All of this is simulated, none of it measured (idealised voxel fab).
This is a process module. Its name is voxel wiring stack.
In the cross-section labelled cut, the width is 175 nm and each square cell is 5 nm.
Square cells in a grid make up a cross-section in this document, and the grid is given as bands, listed from the top down, each one or more rows of cells. Each band's line starts with the height of the band's top and of its bottom, in nm. Then come its materials from left to right, each with its width in nm. One material with "everywhere" fills the band from edge to edge. "blank" is empty space. Heads up on the height convention: 0 is the point under which the incoming wafer is all one material, and the lowest band has no bottom, it just keeps going down, like "0 -> down". Per-row width for "30..40": begins at first number (top row of band), ends at second number (bottom row), increment between rows held constant. Any step labelled "left unchanged" changed none of the cells in the cross-section. "Completely enclosed voids": empty spaces of 8 cells or more with no open way to the top, each given as width x height at distance, distance from the left edge, all in nm. Note: text after step settings on the step line = simulator remark on that step. The "overlay nm" setting may appear on a step's line; for a step that uses a mask, it gives how far to the right of its planned position the mask lay, and a negative value indicates the left.
The planned process steps are enumerated hereunder:
1 RECEIVE (material Si)
2 CONFORMAL_DEP (material SiO2; thk nm 15)
3 DIRECTIONAL_DEP (material TiN; thk nm 5)
4 DIRECTIONAL_DEP (material Ru; thk nm 20)
5 PATTERN (tone cover; mask id METAL_1; material resist; width nm 25; pitch nm 50; thk nm 20; overlay nm 0)
6 DIRECTIONAL_ETCH (etch materials Ru; depth nm 20)
7 DIRECTIONAL_ETCH (etch materials TiN; depth nm 5)
8 STRIP (etch materials resist)
9 CONFORMAL_DEP (material SiN; thk nm 5)
10 FILL_DEP (material lowk; thk nm 10)
11 CMP (height nm 40)
12 CONFORMAL_DEP (material SiCN; thk nm 5)
13 DIRECTIONAL_DEP (material lowk; thk nm 30)
14 PATTERN (tone open; mask id METAL_2; material resist; width nm 25; pitch nm 50; thk nm 15; overlay nm 0)
15 DIRECTIONAL_ETCH (etch materials lowk; depth nm 15)
16 STRIP (etch materials resist)
17 DIRECTIONAL_DEP (material aC; thk nm 15)
18 PATTERN (tone open; mask id METAL_2_HOLES; material resist; width nm 15; pitch nm 50; thk nm 35; overlay nm 0)
19 DIRECTIONAL_ETCH (etch materials aC; depth nm 15)
20 STRIP (etch materials resist)
21 DIRECTIONAL_ETCH (etch materials lowk; depth nm 15)
22 DIRECTIONAL_ETCH (etch materials SiCN; depth nm 5)
23 STRIP (etch materials aC)
24 CONFORMAL_DEP (material TiN; thk nm 5)
25 FILL_DEP (material Cu; thk nm 5)
26 CMP (height nm 75)
27 CONFORMAL_DEP (material SiCN; thk nm 5)
Cross-section of the wafer at receipt, which is the condition after step 1:
0 -> down = Si everywhere
Completely enclosed voids: none
End state of the module in cross-section, given the above starting point and plan and one mistake in execution:
80 -> 75 = SiCN everywhere
75 -> 65 = lowk=20 | TiN=5 | Cu=25 | TiN=5 | lowk=15 | TiN=5 | Cu=25 | TiN=5 | lowk=15 | TiN=5 | Cu=25 | TiN=5 | lowk=20
65 -> 60 = lowk=20 | TiN=10 | Cu=5 | TiN=20 | lowk=15 | TiN=10 | Cu=5 | TiN=20 | lowk=15 | TiN=10 | Cu=5 | TiN=20 | lowk=20
60 -> 45 = lowk=25 | TiN=5 | Cu=5 | TiN=5 | lowk=35 | TiN=5 | Cu=5 | TiN=5 | lowk=35 | TiN=5 | Cu=5 | TiN=5 | lowk=35
45 -> 40 = SiCN=25 | TiN=15 | SiCN=35 | TiN=15 | SiCN=35 | TiN=15 | SiCN=35
40 -> 20 = lowk=20 | SiN=5 | Ru=25 | SiN=5 | lowk=15 | SiN=5 | Ru=25 | SiN=5 | lowk=15 | SiN=5 | Ru=25 | SiN=5 | lowk=20
20 -> 15 = SiN=25 | TiN=25 | SiN=25 | TiN=25 | SiN=25 | TiN=25 | SiN=25
15 -> 0 = SiO2 everywhere
0 -> down = Si everywhere
Completely enclosed voids: none
Short version of what went wrong: in deviation from the planned setting, step 14 was conducted as PATTERN (tone open; mask id METAL_2; material resist; width nm 35; pitch nm 50; thk nm 15; overlay nm 0)
